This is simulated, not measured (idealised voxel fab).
This section sets out a process module, namely voxel self aligned contacts.
The cross-section on display is named cut; it measures 290 nm wide, and its cells are 5 nm squares.
In this document a cross-section is written as a grid of square cells. It is given as a series of bands, listed from the top down, and a band is one or more rows of cells. Band: top height; bottom height; in nm. Then, left to right: material with width in nm, for each material. "throughout": a single material spanning edge to edge. "air": empty space. Basically, 0 is our baseline, since under it the wafer straight out of the box is all one material. The bottom band has no lower end and keeps on going down, so it looks like "top 0, no bottom". With a width like "30 to 40", each row of cells in the band differs from the next by the same amount, the top row carrying the first number and the bottom row the second. The designation "everything unchanged", where it is given for a processing step, indicates that no cell of the cross-section was altered in the course of that step. You'll see "Closed void list" listing empty spaces that have no way open to the top, as long as they're 8 cells or more; the notation is width x height at distance, where the distance is from the left edge, and all of it is in nm. Text after the settings on a step's line: the simulator's own remark on that step. overlay nm: where the mask lay relative to plan, measured to the right, on steps with a mask; negatives go left.
Set out below are the planned steps of the process:
1. RECEIVE, material Si
2. OXIDIZE, depth nm 5
3. DIRECTIONAL_DEP, material polySi, thk nm 25
4. DIRECTIONAL_DEP, material SiN, thk nm 20
5. DIRECTIONAL_DEP, material aC, thk nm 10
6. PATTERN, tone cover, mask id GATE, material resist, width nm 25, pitch nm 60, thk nm 25, overlay nm 0
7. DIRECTIONAL_ETCH, etch materials aC, depth nm 10
8. STRIP, etch materials resist
9. DIRECTIONAL_ETCH, etch materials SiN, depth nm 10
10. DIRECTIONAL_ETCH, etch materials polySi, depth nm 25
11. STRIP, etch materials aC
12. CONFORMAL_DEP, material SiN, thk nm 10
13. DIRECTIONAL_ETCH, etch materials SiN, depth nm 10
14. FILL_DEP, material SiO2, thk nm 20
15. CMP, height nm 55
16. MASKED_ETCH, tone open, mask id CONTACT, width nm 45, etch materials SiO2, depth nm 60, overlay nm 0
17. CONFORMAL_DEP, material TiN, thk nm 5
18. FILL_DEP, material Ru, thk nm 10
19. CMP, height nm 55
20. CONFORMAL_DEP, material SiN, thk nm 5
The wafers are alike at the start. At step 9, their depth nm differs. The plan lists the first wafer's value.
First of several wafers, received after step 1, in cross-section:
- top 0, no bottom | Si throughout
- Closed void list: none
Table: wafers, a row each; end-of-module cell change per material since receipt, gain (+), loss (-); then closed voids:
depth nm 10, +9 Ru, -58 Si, +210 SiN, +230 SiO2, +15 TiN, +290 polySi, Closed void list: none
depth nm 15, +10 Ru, -58 Si, +170 SiN, +267 SiO2, +17 TiN, +290 polySi, Closed void list: none
depth nm 20, +17 Ru, -58 Si, +170 SiN, +486 SiO2, +31 TiN, +50 polySi, Closed void list: none
depth nm 25, +17 Ru, -58 Si, +170 SiN, +486 SiO2, +31 TiN, +50 polySi, Closed void list: none
depth nm 30, +17 Ru, -58 Si, +170 SiN, +486 SiO2, +31 TiN, +50 polySi, Closed void list: none
depth nm 35, +17 Ru, -58 Si, +170 SiN, +486 SiO2, +31 TiN, +50 polySi, Closed void list: none
